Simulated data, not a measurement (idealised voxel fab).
Module name: voxel wiring stack (process module)
In the cross-section labelled cut, the width is 220 nm and each square cell is 5 nm.
Bands, listed from the top down, are how a cross-section gets written in this document; the cross-section itself is a grid of square cells, and a band is one or more rows of them.
Look at the band entry: it leads with the top's height and the bottom's height in nm. Then it lists the materials left to right, with a width in nm for each. The word "full width" on a single material says that material fills the band edge to edge. The word "empty" is empty space.
All heights in this document are referenced to 0, defined as the level beneath which the wafer, as received, consists entirely of one material. The lowest band is not bounded below; it extends indefinitely downward and is written in the form "0..down".
A width such as "30..40" changes by the same amount from each row of cells to the next, from the band's top row to its bottom row.
A step reported as "same as before" is a step in which no cell of the cross-section changed.
You'll see "Enclosed internal cavities" listing empty spaces that have no way open to the top, as long as they're 8 cells or more; the notation is width x height at distance, where the distance is from the left edge, and all of it is in nm.
Whatever follows a step's settings on its line is a remark the simulator itself makes about that step.
When a step includes a mask, the "overlay nm" setting on its line states how far to the right of its planned place that mask lay, and negative values state how far to the left.

List of planned process steps
- 1: op RECEIVE | material Si
- 2: op CONFORMAL_DEP | material SiO2 | thk nm 10
- 3: op CONFORMAL_DEP | material SiN | thk nm 5
- 4: op DIRECTIONAL_DEP | material lowk | thk nm 25
- 5: op MASKED_ETCH | tone open | mask id METAL_1 | width nm 25 | pitch nm 45 | etch materials lowk | depth nm 25 | overlay nm 0
- 6: op MASKED_ETCH | tone open | mask id METAL_1 | width nm 25 | pitch nm 45 | etch materials SiN | depth nm 5 | overlay nm 0
- 7: op CONFORMAL_DEP | material TiN | thk nm 5
- 8: op FILL_DEP | material Cu | thk nm 10
- 9: op CMP | height nm 40
- 10: op EPI | material Ru | thk nm 5
- 11: op FILL_DEP | material SiCN | thk nm 5
- 12: op DIRECTIONAL_DEP | material SiO2 | thk nm 10
- 13: op PATTERN | tone open | mask id PLUG_1 | material resist | width nm 15 | pitch nm 45 | thk nm 20 | overlay nm 0
- 14: op DIRECTIONAL_ETCH | etch materials SiO2 | depth nm 10
- 15: op DIRECTIONAL_ETCH | etch materials SiCN | depth nm 5
- 16: op STRIP | etch materials resist
- 17: op EPI | material Ru | thk nm 10
- 18: op EPI | material Ru | thk nm 5
- 19: op DIRECTIONAL_DEP | material TiN | thk nm 5
- 20: op DIRECTIONAL_DEP | material W | thk nm 15
- 21: op PATTERN | tone cover | mask id METAL_2 | material resist | width nm 25 | pitch nm 45 | thk nm 15 | overlay nm 0
- 22: op DIRECTIONAL_ETCH | etch materials W | depth nm 15
- 23: op DIRECTIONAL_ETCH | etch materials TiN | depth nm 5
- 24: op STRIP | etch materials resist
- 25: op FILL_DEP | material lowk | thk nm 10
- 26: op CMP | height nm 80
- 27: op CONFORMAL_DEP | material SiCN | thk nm 5
- 28: op DIRECTIONAL_DEP | material lowk | thk nm 20
- 29: op PATTERN | tone open | mask id PLUG_2 | material resist | width nm 15 | pitch nm 45 | thk nm 15 | overlay nm 0
- 30: op DIRECTIONAL_ETCH | etch materials lowk | depth nm 20
- 31: op DIRECTIONAL_ETCH | etch materials SiCN | depth nm 5
- 32: op STRIP | etch materials resist
- 33: op EPI | material Ru | thk nm 10
- 34: op EPI | material Ru | thk nm 10
- 35: op EPI | material Ru | thk nm 5
- 36: op CONFORMAL_DEP | material SiCN | thk nm 5
- 37: op DIRECTIONAL_DEP | material lowk | thk nm 25
- 38: op MASKED_ETCH | tone open | mask id METAL_3 | width nm 25 | pitch nm 45 | etch materials lowk | depth nm 25 | overlay nm 0
- 39: op MASKED_ETCH | tone open | mask id METAL_3 | width nm 25 | pitch nm 45 | etch materials SiCN | depth nm 5 | overlay nm 0
- 40: op CONFORMAL_DEP | material TiN | thk nm 5
- 41: op FILL_DEP | material Ru | thk nm 10
- 42: op CMP | height nm 135
- 43: op CONFORMAL_DEP | material SiCN | thk nm 5
- 44: op DIRECTIONAL_DEP | material lowk | thk nm 10
- 45: op MASKED_ETCH | tone open | mask id PLUG_3 | width nm 15 | pitch nm 90 | etch materials lowk | depth nm 10 | overlay nm 0
- 46: op MASKED_ETCH | tone open | mask id PLUG_3 | width nm 15 | pitch nm 90 | etch materials SiCN | depth nm 5 | overlay nm 0
- 47: op EPI | material Ru | thk nm 10
- 48: op EPI | material Ru | thk nm 5
- 49: op CONFORMAL_DEP | material SiN | thk nm 5
- 50: op DIRECTIONAL_DEP | material SiO2 | thk nm 25
- 51: op PATTERN | tone open | mask id METAL_4 | material resist | width nm 25 | pitch nm 45 | thk nm 20 | overlay nm 0
- 52: op DIRECTIONAL_ETCH | etch materials SiO2 | depth nm 25
- 53: op DIRECTIONAL_ETCH | etch materials SiN | depth nm 5
- 54: op STRIP | etch materials resist
- 55: op CONFORMAL_DEP | material TiN | thk nm 5
- 56: op FILL_DEP | material Cu | thk nm 10
- 57: op CMP | height nm 180
- 58: op EPI | material Ru | thk nm 5
- 59: op FILL_DEP | material SiCN | thk nm 5

Here's what the wafer looked like in cross-section when it arrived - that's after step 1
> 0..down  Si full width
> Enclosed internal cavities: none

Run as planned - first of the two wafers cross-sectioned at the end of the module
> 190..185  SiCN full width
> 185..180  25 SiCN, 35 Ru, 10 SiCN, 35 Ru, 10 SiCN, 35 Ru, 10 SiCN, 35 Ru, 25 SiCN
> 180..155  30 SiO2, 5 TiN, 15 Cu, 5 TiN, 20 SiO2, 5 TiN, 15 Cu, 5 TiN, 20 SiO2, 5 TiN, 15 Cu, 5 TiN, 20 SiO2, 5 TiN, 15 Cu, 5 TiN, 30 SiO2
> 155..150  30 SiN, 25 TiN, 20 SiN, 25 TiN, 20 SiN, 25 TiN, 20 SiN, 25 TiN, 30 SiN
> 150..140  30 lowk, 15 Ru, 75 lowk, 15 Ru, 85 lowk
> 140..135  30 SiCN, 15 Ru, 75 SiCN, 15 Ru, 85 SiCN
> 135..110  30 lowk, 5 TiN, 15 Ru, 5 TiN, 20 lowk, 5 TiN, 15 Ru, 5 TiN, 20 lowk, 5 TiN, 15 Ru, 5 TiN, 20 lowk, 5 TiN, 15 Ru, 5 TiN, 30 lowk
> 110..105  30 SiCN, 25 TiN, 20 SiCN, 25 TiN, 20 SiCN, 25 TiN, 20 SiCN, 25 TiN, 30 SiCN
> 105..85  30 lowk, 15 Ru, 30 lowk, 15 Ru, 30 lowk, 15 Ru, 30 lowk, 15 Ru, 40 lowk
> 85..80  30 SiCN, 15 Ru, 30 SiCN, 15 Ru, 30 SiCN, 15 Ru, 30 SiCN, 15 Ru, 40 SiCN
> 80..65  30 lowk, 25 W, 20 lowk, 25 W, 20 lowk, 25 W, 20 lowk, 25 W, 30 lowk
> 65..60  30 lowk, 25 TiN, 20 lowk, 25 TiN, 20 lowk, 25 TiN, 20 lowk, 25 TiN, 30 lowk
> 60..50  30 SiO2, 15 Ru, 30 SiO2, 15 Ru, 30 SiO2, 15 Ru, 30 SiO2, 15 Ru, 40 SiO2
> 50..40  30..25 SiCN, 15..35 Ru, 30..10 SiCN, 15..35 Ru, 30..10 SiCN, 15..35 Ru, 30..10 SiCN, 15..35 Ru, 40..25 SiCN
> 40..15  30 lowk, 5 TiN, 15 Cu, 5 TiN, 20 lowk, 5 TiN, 15 Cu, 5 TiN, 20 lowk, 5 TiN, 15 Cu, 5 TiN, 20 lowk, 5 TiN, 15 Cu, 5 TiN, 30 lowk
> 15..10  30 SiN, 25 TiN, 20 SiN, 25 TiN, 20 SiN, 25 TiN, 20 SiN, 25 TiN, 30 SiN
> 10..0  SiO2 full width
> 0..down  Si full width
> Enclosed internal cavities: none

Here is the second of the two wafers cut open at the end of the module - same start, same plan as the first one, but we made one mistake running it
> 190..185  SiCN full width
> 185..180  25 SiCN, 35 Ru, 10 SiCN, 35 Ru, 10 SiCN, 35 Ru, 10 SiCN, 35 Ru, 25 SiCN
> 180..155  30 SiO2, 5 TiN, 15 Cu, 5 TiN, 20 SiO2, 5 TiN, 15 Cu, 5 TiN, 20 SiO2, 5 TiN, 15 Cu, 5 TiN, 20 SiO2, 5 TiN, 15 Cu, 5 TiN, 30 SiO2
> 155..150  30 SiN, 25 TiN, 20 SiN, 25 TiN, 20 SiN, 25 TiN, 20 SiN, 25 TiN, 30 SiN
> 150..140  30 lowk, 15 Ru, 75 lowk, 15 Ru, 85 lowk
> 140..135  30 SiCN, 10 Ru, 80 SiCN, 10 Ru, 90 SiCN
> 135..110  30 lowk, 5 TiN, 15 Ru, 5 TiN, 20 lowk, 5 TiN, 15 Ru, 5 TiN, 20 lowk, 5 TiN, 15 Ru, 5 TiN, 20 lowk, 5 TiN, 15 Ru, 5 TiN, 30 lowk
> 110..105  30 SiCN, 25 TiN, 20 SiCN, 25 TiN, 20 SiCN, 25 TiN, 20 SiCN, 25 TiN, 30 SiCN
> 105..85  30 lowk, 15 Ru, 30 lowk, 15 Ru, 30 lowk, 15 Ru, 30 lowk, 15 Ru, 40 lowk
> 85..80  30 SiCN, 15 Ru, 30 SiCN, 15 Ru, 30 SiCN, 15 Ru, 30 SiCN, 15 Ru, 40 SiCN
> 80..65  30 lowk, 25 W, 20 lowk, 25 W, 20 lowk, 25 W, 20 lowk, 25 W, 30 lowk
> 65..60  30 lowk, 25 TiN, 20 lowk, 25 TiN, 20 lowk, 25 TiN, 20 lowk, 25 TiN, 30 lowk
> 60..50  30 SiO2, 15 Ru, 30 SiO2, 15 Ru, 30 SiO2, 15 Ru, 30 SiO2, 15 Ru, 40 SiO2
> 50..40  30..25 SiCN, 15..35 Ru, 30..10 SiCN, 15..35 Ru, 30..10 SiCN, 15..35 Ru, 30..10 SiCN, 15..35 Ru, 40..25 SiCN
> 40..15  30 lowk, 5 TiN, 15 Cu, 5 TiN, 20 lowk, 5 TiN, 15 Cu, 5 TiN, 20 lowk, 5 TiN, 15 Cu, 5 TiN, 20 lowk, 5 TiN, 15 Cu, 5 TiN, 30 lowk
> 15..10  30 SiN, 25 TiN, 20 SiN, 25 TiN, 20 SiN, 25 TiN, 20 SiN, 25 TiN, 30 SiN
> 10..0  SiO2 full width
> 0..down  Si full width
> Enclosed internal cavities: none
The plan and the run diverged here: planned and actual differ for step 46; actual: op MASKED_ETCH | tone open | mask id PLUG_3 | width nm 15 | pitch nm 90 | etch materials SiCN | depth nm 5 | overlay nm -5
Per the end-of-run cell counts, the second wafer holds more or fewer of some materials than the first: -2 Ru; +2 SiCN
